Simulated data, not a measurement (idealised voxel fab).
Process module heading - voxel transistor to metal
This is section cut - it's 185 nm across, gridded in 5 nm square cells.
In what follows, cross-sections appear as grids of square cells, described through bands that run from the top down, where every band is one or more rows of cells. This entry defines a band. It first specifies the height of the band's top and the height of its bottom in nm, and then specifies the band's materials from left to right, stating each material with its width in nm. The word "all across" identifies a single material that fills the band from edge to edge, while the word "air" identifies empty space. The level at which height equals 0 is the one under which the wafer, as it arrives, is entirely one material. No lower edge exists for the bottom band, which continues downward and is notated as in "0 -> down". Read "30 to 40" as a graded width: first number on top, second number at the bottom, same change between each pair of neighbouring rows. The cross-section has no changed cell in any step marked "remained unchanged". For the entry "Closed empty spaces", the listed items are empty spaces with no open way to the top whose size is 8 cells or more; each item follows the pattern width x height at distance, where distance is from the left edge and all three are in nm. Anything after a step's settings on that line? It's the simulator's own note about the step. Steps that use a mask can have "overlay nm" on their line. It says how far the mask sat to the right of where it was meant to be. Negative means to the left.
## The steps planned for the process are as follows
- 1: RECEIVE | material Si
- 2: OXIDIZE | depth nm 5
- 3: CONFORMAL_DEP | material SiN | thk nm 10
- 4: PATTERN | tone cover | mask id ACTIVE | material resist | width nm 120 | thk nm 15 | overlay nm 0
- 5: DIRECTIONAL_ETCH | etch materials SiN | depth nm 10
- 6: DIRECTIONAL_ETCH | etch materials SiO2 | depth nm 5
- 7: DIRECTIONAL_ETCH | etch materials Si | depth nm 25
- 8: STRIP | etch materials resist
- 9: OXIDIZE | depth nm 5
- 10: FILL_DEP | material SiO2 | thk nm 15
- 11: CMP | height nm 10
- 12: SELECTIVE_ETCH | etch materials SiO2 | depth nm 10
- 13: STRIP | etch materials SiN
- 14: SELECTIVE_ETCH | etch materials SiO2 | depth nm 5
- 15: OXIDIZE | depth nm 5
- 16: DIRECTIONAL_DEP | material polySi | thk nm 25
- 17: DIRECTIONAL_DEP | material SiCN | thk nm 15
- 18: PATTERN | tone cover | mask id GATE | material resist | width nm 30 | thk nm 15 | overlay nm 0
- 19: DIRECTIONAL_ETCH | etch materials SiCN | depth nm 25
- 20: DIRECTIONAL_ETCH | etch materials polySi | depth nm 35
- 21: STRIP | etch materials resist
- 22: CONFORMAL_DEP | material SiO2 | thk nm 5
- 23: DIRECTIONAL_ETCH | etch materials SiO2 | depth nm 5
- 24: CONFORMAL_DEP | material SiN | thk nm 5
- 25: DIRECTIONAL_ETCH | etch materials SiN | depth nm 5
- 26: DIRECTIONAL_ETCH | etch materials SiO2 | depth nm 5
- 27: DIRECTIONAL_ETCH | etch materials Si | depth nm 5
- 28: EPI | material nSi | thk nm 10
- 29: FILL_DEP | material SiO2 | thk nm 10
- 30: CMP | height nm 20
- 31: STRIP | etch materials polySi
- 32: SELECTIVE_ETCH | etch materials SiO2 | depth nm 5
- 33: CONFORMAL_DEP | material HfO2 | thk nm 5
- 34: CONFORMAL_DEP | material TiN | thk nm 5
- 35: FILL_DEP | material W | thk nm 5
- 36: CMP | height nm 15
- 37: DIRECTIONAL_DEP | material SiO2 | thk nm 10
- 38: DIRECTIONAL_DEP | material aC | thk nm 15
- 39: PATTERN | tone open | mask id CONTACT | material resist | width nm 20 | pitch nm 90 | thk nm 30 | overlay nm 0
- 40: DIRECTIONAL_ETCH | etch materials aC | depth nm 15
- 41: STRIP | etch materials resist
- 42: DIRECTIONAL_ETCH | etch materials SiO2 | depth nm 30
- 43: STRIP | etch materials aC
- 44: CONFORMAL_DEP | material TiN | thk nm 5
- 45: FILL_DEP | material Ru | thk nm 10
- 46: CMP | height nm 25
- 47: CONFORMAL_DEP | material SiN | thk nm 5
- 48: DIRECTIONAL_DEP | material lowk | thk nm 20
- 49: MASKED_ETCH | tone open | mask id METAL_1 | width nm 20 | pitch nm 90 | etch materials lowk | depth nm 20 | overlay nm 0
- 50: MASKED_ETCH | tone open | mask id METAL_1 | width nm 20 | pitch nm 90 | etch materials SiN | depth nm 5 | overlay nm 0
- 51: CONFORMAL_DEP | material TiN | thk nm 5
- 52: FILL_DEP | material W | thk nm 10
- 53: CMP | height nm 50
- 54: EPI | material Ru | thk nm 5
- 55: FILL_DEP | material SiCN | thk nm 5
- 56: DIRECTIONAL_DEP | material lowk | thk nm 30
- 57: PATTERN | tone open | mask id METAL_2_HOLES | material resist | width nm 15 | pitch nm 90 | thk nm 20 | overlay nm 0
- 58: DIRECTIONAL_ETCH | etch materials lowk | depth nm 30
- 59: STRIP | etch materials resist
- 60: PATTERN | tone open | mask id METAL_2 | material resist | width nm 20 | pitch nm 90 | thk nm 15 | overlay nm 0
- 61: DIRECTIONAL_ETCH | etch materials lowk | depth nm 20
- 62: DIRECTIONAL_ETCH | etch materials SiCN | depth nm 5
- 63: STRIP | etch materials resist
- 64: CONFORMAL_DEP | material TiN | thk nm 5
- 65: FILL_DEP | material Cu | thk nm 10
- 66: CMP | height nm 90
- 67: CONFORMAL_DEP | material SiN | thk nm 5
## Wafer as received: cross-section following step 1
0 -> down = Si all across
Closed empty spaces: none
## Cross-sectional result after module completion. Note: starting condition and plan are unchanged from above; one processing mistake was made
95 -> 90 = SiN all across
90 -> 75 = lowk 35 | TiN 5 | Cu 10 | TiN 5 | lowk 70 | TiN 5 | Cu 10 | TiN 5 | lowk 40
75 -> 70 = lowk 35 | TiN 5 | Cu 5 | TiN 10 | lowk 70 | TiN 5 | Cu 5 | TiN 10 | lowk 40
70 -> 60 = lowk 35 | TiN 5 | Cu 5 | TiN 5 | lowk 75 | TiN 5 | Cu 5 | TiN 5 | lowk 45
60 -> 55 = SiCN 35 | TiN 15 | SiCN 75 | TiN 15 | SiCN 45
55 -> 50 = SiCN 30 | Ru 30 | SiCN 60 | Ru 30 | SiCN 35
50 -> 30 = lowk 35 | TiN 5 | W 10 | TiN 5 | lowk 70 | TiN 5 | W 10 | TiN 5 | lowk 40
30 -> 25 = SiN 35 | TiN 20 | SiN 70 | TiN 20 | SiN 40
25 -> 15 = SiO2 40 | Ru 10 | SiO2 80 | Ru 10 | SiO2 45
15 -> 0 = SiO2 40 | Ru 10 | SiO2 15 | SiN 5 | HfO2 5 | TiN 5 | W 20 | TiN 5 | HfO2 5 | SiN 5 | SiO2 15 | Ru 10 | SiO2 45
0 -> -5 = SiO2 55 | nSi 10 | SiN 5 | HfO2 5 | TiN 30 | HfO2 5 | SiN 5 | nSi 10 | SiO2 60
-5 -> -10 = SiO2 30 | nSi 35 | SiO2 5 | HfO2 40 | SiO2 5 | nSi 35 | SiO2 35
-10 -> -15 = SiO2 35 | nSi 30 | Si 50 | nSi 30 | SiO2 40
-15 -> -35 = SiO2 35 | Si 110 | SiO2 40
-35 -> down = Si all across
Closed empty spaces: none
It is concluded that the wafer was processed incorrectly with respect to the plan, in that step 44, actual vs plan mismatch, actual run CONFORMAL_DEP | material SiO2 | thk nm 5
